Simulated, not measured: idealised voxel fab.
The process module that follows is named voxel capacitor over wiring.
Shown is cross-section cut, with a width of 295 nm and square cells of size 5 nm.
Reading order for cross-sections: top band down to bottom band. Underlying form: a grid of square cells. Band size: one or more rows of cells. Band entry format. Leading values: height of top, height of bottom, nm. Remainder: materials in left-to-right order, each with its width in nm. Special words: "everywhere" on a single material, which then fills the band edge to edge; "blank", empty space. Measure heights from 0. That's the level where, below it, the as-received wafer is all one material. The lowest band is bottomless and extends downward; write it as in "0 nm and below". Width "30..40": first value at the band's top row of cells, second value at its bottom row, equal change from row to row. What does "no modification" mean for a step? It means no cell of the cross-section changed in that step. Under "Cavities, sealed" you'll find the enclosed gaps, the ones with no way out to the top, that are 8 cells or bigger; each reads width x height at distance, with distance counted from the left edge, everything in nm. Post-settings text on a step line: simulator's own remark regarding the step. Regarding "overlay nm": on a step with a mask, it is the distance the mask lay to the right of its planned place; a negative value places it to the left.

### Intended process steps
1. RECEIVE | material Si
2. CONFORMAL_DEP | material SiO2 | thk nm 10
3. DIRECTIONAL_DEP | material TiN | thk nm 5
4. DIRECTIONAL_DEP | material Ru | thk nm 20
5. PATTERN | tone cover | mask id METAL_1 | material resist | width nm 20 | pitch nm 80 | thk nm 15 | overlay nm 0
6. DIRECTIONAL_ETCH | etch materials Ru | depth nm 20
7. DIRECTIONAL_ETCH | etch materials TiN | depth nm 5
8. STRIP | etch materials resist
9. CONFORMAL_DEP | material SiN | thk nm 5
10. FILL_DEP | material SiO2 | thk nm 10
11. CMP | height nm 35
12. CONFORMAL_DEP | material SiCN | thk nm 5
13. DIRECTIONAL_DEP | material SiO2 | thk nm 20
14. MASKED_ETCH | tone open | mask id PLUG_1 | width nm 15 | etch materials SiO2 | depth nm 20 | overlay nm 0
15. MASKED_ETCH | tone open | mask id PLUG_1 | width nm 15 | etch materials SiCN | depth nm 5 | overlay nm 0
16. CONFORMAL_DEP | material TiN | thk nm 5
17. FILL_DEP | material W | thk nm 10
18. CMP | height nm 60
19. DIRECTIONAL_DEP | material TiN | thk nm 5
20. DIRECTIONAL_DEP | material Al2O3 | thk nm 5
21. DIRECTIONAL_DEP | material TiN | thk nm 5
22. MASKED_ETCH | tone cover | mask id UPPER_PLATE | width nm 65 | etch materials TiN | depth nm 5 | overlay nm 0
23. MASKED_ETCH | tone cover | mask id UPPER_PLATE | width nm 65 | etch materials Al2O3 | depth nm 5 | overlay nm 0
24. PATTERN | tone cover | mask id LOWER_PLATE | material resist | width nm 75 | thk nm 20 | overlay nm 0
25. DIRECTIONAL_ETCH | etch materials TiN | depth nm 5
26. STRIP | etch materials resist
27. FILL_DEP | material SiO2 | thk nm 20
28. CMP | height nm 90
29. PATTERN | tone open | mask id PLUG_2 | material resist | width nm 15 | thk nm 20 | overlay nm 0
30. DIRECTIONAL_ETCH | etch materials SiO2 | depth nm 15
31. STRIP | etch materials resist
32. CONFORMAL_DEP | material TiN | thk nm 5
33. FILL_DEP | material Ru | thk nm 10
34. CMP | height nm 90
35. CONFORMAL_DEP | material SiCN | thk nm 5

### First wafer, two in total, run as planned

### Cross-section of the wafer upon arrival, representing the state reached after step 1
0 nm and below | Si everywhere
Cavities, sealed: none

### Presented here is a cross-section of the wafer after step 2 has been performed
10 nm to 0 nm | SiO2 everywhere
Heights below 0 show no change.

### Presented here is a cross-section of the wafer after step 3 has been performed
15 nm to 10 nm | TiN everywhere
Heights below 10 show no change.

### Presented here is a cross-section of the wafer after step 4 has been performed
35 nm to 15 nm | Ru everywhere
Heights below 15 show no change.

### Presented here is a cross-section of the wafer after step 5 has been performed
50 nm to 35 nm | blank=95  resist=20  blank=60  resist=20  blank=100
Heights below 35 show no change.

### Presented here is a cross-section of the wafer after step 6 has been performed
50 nm to 35 nm | blank=95  resist=20  blank=60  resist=20  blank=100
35 nm to 15 nm | blank=95  Ru=20  blank=60  Ru=20  blank=100
Heights below 15 show no change.

### Presented here is a cross-section of the wafer after step 7 has been performed
50 nm to 35 nm | blank=95  resist=20  blank=60  resist=20  blank=100
35 nm to 15 nm | blank=95  Ru=20  blank=60  Ru=20  blank=100
15 nm to 10 nm | blank=95  TiN=20  blank=60  TiN=20  blank=100
Heights below 10 show no change.

### Presented here is a cross-section of the wafer after step 8 has been performed
35 nm to 15 nm | blank=95  Ru=20  blank=60  Ru=20  blank=100
Heights below 15 show no change.

### Presented here is a cross-section of the wafer after step 9 has been performed
40 nm to 35 nm | blank=90  SiN=30  blank=50  SiN=30  blank=95
35 nm to 15 nm | blank=90  SiN=5  Ru=20  SiN=5  blank=50  SiN=5  Ru=20  SiN=5  blank=95
15 nm to 10 nm | SiN=95  TiN=20  SiN=60  TiN=20  SiN=100
Heights below 10 show no change.

### Presented here is a cross-section of the wafer after step 10 has been performed
50 nm to 40 nm | SiO2 everywhere
40 nm to 35 nm | SiO2=90  SiN=30  SiO2=50  SiN=30  SiO2=95
35 nm to 15 nm | SiO2=90  SiN=5  Ru=20  SiN=5  SiO2=50  SiN=5  Ru=20  SiN=5  SiO2=95
Heights below 15 show no change.

### Presented here is a cross-section of the wafer after step 11 has been performed
35 nm to 15 nm | SiO2=90  SiN=5  Ru=20  SiN=5  SiO2=50  SiN=5  Ru=20  SiN=5  SiO2=95
Heights below 15 show no change.

### Presented here is a cross-section of the wafer after step 12 has been performed
40 nm to 35 nm | SiCN everywhere
Heights below 35 show no change.

### Presented here is a cross-section of the wafer after step 13 has been performed
60 nm to 40 nm | SiO2 everywhere
Heights below 40 show no change.

### Presented here is a cross-section of the wafer after step 14 has been performed
60 nm to 40 nm | SiO2=100  blank=15  SiO2=180
Heights below 40 show no change.

### Presented here is a cross-section of the wafer after step 15 has been performed
60 nm to 40 nm | SiO2=100  blank=15  SiO2=180
40 nm to 35 nm | SiCN=100  blank=15  SiCN=180
Heights below 35 show no change.

### Presented here is a cross-section of the wafer after step 16 has been performed
65 nm to 60 nm | TiN=105  blank=5  TiN=185
60 nm to 40 nm | SiO2=100  TiN=5  blank=5  TiN=5  SiO2=180
40 nm to 35 nm | SiCN=100  TiN=15  SiCN=180
Heights below 35 show no change.

### Presented here is a cross-section of the wafer after step 17 has been performed
75 nm to 65 nm | W everywhere
65 nm to 60 nm | TiN=105  W=5  TiN=185
60 nm to 40 nm | SiO2=100  TiN=5  W=5  TiN=5  SiO2=180
Heights below 40 show no change.

### Presented here is a cross-section of the wafer after step 18 has been performed
60 nm to 40 nm | SiO2=100  TiN=5  W=5  TiN=5  SiO2=180
Heights below 40 show no change.

### Presented here is a cross-section of the wafer after step 19 has been performed
65 nm to 60 nm | TiN everywhere
Heights below 60 show no change.

### Presented here is a cross-section of the wafer after step 20 has been performed
70 nm to 65 nm | Al2O3 everywhere
Heights below 65 show no change.

### Presented here is a cross-section of the wafer after step 21 has been performed
75 nm to 70 nm | TiN everywhere
Heights below 70 show no change.

### Presented here is a cross-section of the wafer after step 22 has been performed
75 nm to 70 nm | blank=100  TiN=65  blank=130
Heights below 70 show no change.

### Presented here is a cross-section of the wafer after step 23 has been performed
75 nm to 70 nm | blank=100  TiN=65  blank=130
70 nm to 65 nm | blank=100  Al2O3=65  blank=130
Heights below 65 show no change.

### Presented here is a cross-section of the wafer after step 24 has been performed
95 nm to 75 nm | blank=95  resist=75  blank=125
75 nm to 70 nm | blank=95  resist=5  TiN=65  resist=5  blank=125
70 nm to 65 nm | blank=95  resist=5  Al2O3=65  resist=5  blank=125
Heights below 65 show no change.

### Presented here is a cross-section of the wafer after step 25 has been performed
95 nm to 75 nm | blank=95  resist=75  blank=125
75 nm to 70 nm | blank=95  resist=5  TiN=65  resist=5  blank=125
70 nm to 65 nm | blank=95  resist=5  Al2O3=65  resist=5  blank=125
65 nm to 60 nm | blank=95  TiN=75  blank=125
Heights below 60 show no change.

### Presented here is a cross-section of the wafer after step 26 has been performed
75 nm to 70 nm | blank=100  TiN=65  blank=130
70 nm to 65 nm | blank=100  Al2O3=65  blank=130
Heights below 65 show no change.

### Presented here is a cross-section of the wafer after step 27 has been performed
95 nm to 75 nm | SiO2 everywhere
75 nm to 70 nm | SiO2=100  TiN=65  SiO2=130
70 nm to 65 nm | SiO2=100  Al2O3=65  SiO2=130
65 nm to 60 nm | SiO2=95  TiN=75  SiO2=125
Heights below 60 show no change.

### Presented here is a cross-section of the wafer after step 28 has been performed
90 nm to 75 nm | SiO2 everywhere
Heights below 75 show no change.

### Presented here is a cross-section of the wafer after step 29 has been performed
110 nm to 90 nm | resist=110  blank=15  resist=170
Heights below 90 show no change.

### Presented here is a cross-section of the wafer after step 30 has been performed
110 nm to 90 nm | resist=110  blank=15  resist=170
90 nm to 75 nm | SiO2=110  blank=15  SiO2=170
Heights below 75 show no change.

### Presented here is a cross-section of the wafer after step 31 has been performed
90 nm to 75 nm | SiO2=110  blank=15  SiO2=170
Heights below 75 show no change.

### Presented here is a cross-section of the wafer after step 32 has been performed
95 nm to 90 nm | TiN=115  blank=5  TiN=175
90 nm to 80 nm | SiO2=110  TiN=5  blank=5  TiN=5  SiO2=170
80 nm to 70 nm | SiO2=110..100  TiN=15..65  SiO2=170..130
Heights below 70 show no change.

### Presented here is a cross-section of the wafer after step 33 has been performed
105 nm to 95 nm | Ru everywhere
95 nm to 90 nm | TiN=115  Ru=5  TiN=175
90 nm to 80 nm | SiO2=110  TiN=5  Ru=5  TiN=5  SiO2=170
Heights below 80 show no change.

### Presented here is a cross-section of the wafer after step 34 has been performed
90 nm to 80 nm | SiO2=110  TiN=5  Ru=5  TiN=5  SiO2=170
Heights below 80 show no change.

### Presented here is a cross-section of the wafer after step 35 has been performed
95 nm to 90 nm | SiCN everywhere
Heights below 90 show no change.

### Wafer two of the pair: same origin, same plan, one error during the run; identical to wafer one up to and including step 10

Planned end of step 11: second wafer, cross-section: no modification

### Planned end of step 12: second wafer, cross-section
55 nm to 50 nm | SiCN everywhere
Heights below 50 show no change.

### Planned end of step 13: second wafer, cross-section
75 nm to 55 nm | SiO2 everywhere
Heights below 55 show no change.

### Planned end of step 14: second wafer, cross-section
75 nm to 55 nm | SiO2=100  blank=15  SiO2=180
Heights below 55 show no change.

### Planned end of step 15: second wafer, cross-section
75 nm to 55 nm | SiO2=100  blank=15  SiO2=180
55 nm to 50 nm | SiCN=100  blank=15  SiCN=180
Heights below 50 show no change.

### Planned end of step 16: second wafer, cross-section
80 nm to 75 nm | TiN=105  blank=5  TiN=185
75 nm to 55 nm | SiO2=100  TiN=5  blank=5  TiN=5  SiO2=180
55 nm to 50 nm | SiCN=100  TiN=15  SiCN=180
Heights below 50 show no change.

### Planned end of step 17: second wafer, cross-section
90 nm to 80 nm | W everywhere
80 nm to 75 nm | TiN=105  W=5  TiN=185
75 nm to 55 nm | SiO2=100  TiN=5  W=5  TiN=5  SiO2=180
Heights below 55 show no change.

### Planned end of step 18: second wafer, cross-section
60 nm to 55 nm | SiO2=100  TiN=5  W=5  TiN=5  SiO2=180
Heights below 55 show no change.

### Planned end of step 19: second wafer, cross-section
65 nm to 60 nm | TiN everywhere
Heights below 60 show no change.

### Planned end of step 20: second wafer, cross-section
70 nm to 65 nm | Al2O3 everywhere
Heights below 65 show no change.

### Planned end of step 21: second wafer, cross-section
75 nm to 70 nm | TiN everywhere
Heights below 70 show no change.

### Planned end of step 22: second wafer, cross-section
75 nm to 70 nm | blank=100  TiN=65  blank=130
Heights below 70 show no change.

### Planned end of step 23: second wafer, cross-section
75 nm to 70 nm | blank=100  TiN=65  blank=130
70 nm to 65 nm | blank=100  Al2O3=65  blank=130
Heights below 65 show no change.

### Planned end of step 24: second wafer, cross-section
95 nm to 75 nm | blank=95  resist=75  blank=125
75 nm to 70 nm | blank=95  resist=5  TiN=65  resist=5  blank=125
70 nm to 65 nm | blank=95  resist=5  Al2O3=65  resist=5  blank=125
Heights below 65 show no change.

### Planned end of step 25: second wafer, cross-section
95 nm to 75 nm | blank=95  resist=75  blank=125
75 nm to 70 nm | blank=95  resist=5  TiN=65  resist=5  blank=125
70 nm to 65 nm | blank=95  resist=5  Al2O3=65  resist=5  blank=125
65 nm to 60 nm | blank=95  TiN=75  blank=125
Heights below 60 show no change.

### Planned end of step 26: second wafer, cross-section
75 nm to 70 nm | blank=100  TiN=65  blank=130
70 nm to 65 nm | blank=100  Al2O3=65  blank=130
Heights below 65 show no change.

### Planned end of step 27: second wafer, cross-section
95 nm to 75 nm | SiO2 everywhere
75 nm to 70 nm | SiO2=100  TiN=65  SiO2=130
70 nm to 65 nm | SiO2=100  Al2O3=65  SiO2=130
65 nm to 60 nm | SiO2=95  TiN=75  SiO2=125
Heights below 60 show no change.

### Planned end of step 28: second wafer, cross-section
90 nm to 75 nm | SiO2 everywhere
Heights below 75 show no change.

### Planned end of step 29: second wafer, cross-section
110 nm to 90 nm | resist=110  blank=15  resist=170
Heights below 90 show no change.

### Planned end of step 30: second wafer, cross-section
110 nm to 90 nm | resist=110  blank=15  resist=170
90 nm to 75 nm | SiO2=110  blank=15  SiO2=170
Heights below 75 show no change.

### Planned end of step 31: second wafer, cross-section
90 nm to 75 nm | SiO2=110  blank=15  SiO2=170
Heights below 75 show no change.

### Planned end of step 32: second wafer, cross-section
95 nm to 90 nm | TiN=115  blank=5  TiN=175
90 nm to 80 nm | SiO2=110  TiN=5  blank=5  TiN=5  SiO2=170
80 nm to 70 nm | SiO2=110..100  TiN=15..65  SiO2=170..130
Heights below 70 show no change.

### Planned end of step 33: second wafer, cross-section
105 nm to 95 nm | Ru everywhere
95 nm to 90 nm | TiN=115  Ru=5  TiN=175
90 nm to 80 nm | SiO2=110  TiN=5  Ru=5  TiN=5  SiO2=170
Heights below 80 show no change.

### Planned end of step 34: second wafer, cross-section
90 nm to 80 nm | SiO2=110  TiN=5  Ru=5  TiN=5  SiO2=170
Heights below 80 show no change.

### Planned end of step 35: second wafer, cross-section
95 nm to 90 nm | SiCN everywhere
Heights below 90 show no change.
Here's what went sideways: step 11 from the plan never happened, it was just skipped
It is noted that, at the conclusion of processing, the second wafer exhibits a higher or lower cell count for certain materials relative to the first: 12 more of SiN | 3 fewer of SiO2 | 6 fewer of TiN | 3 fewer of W
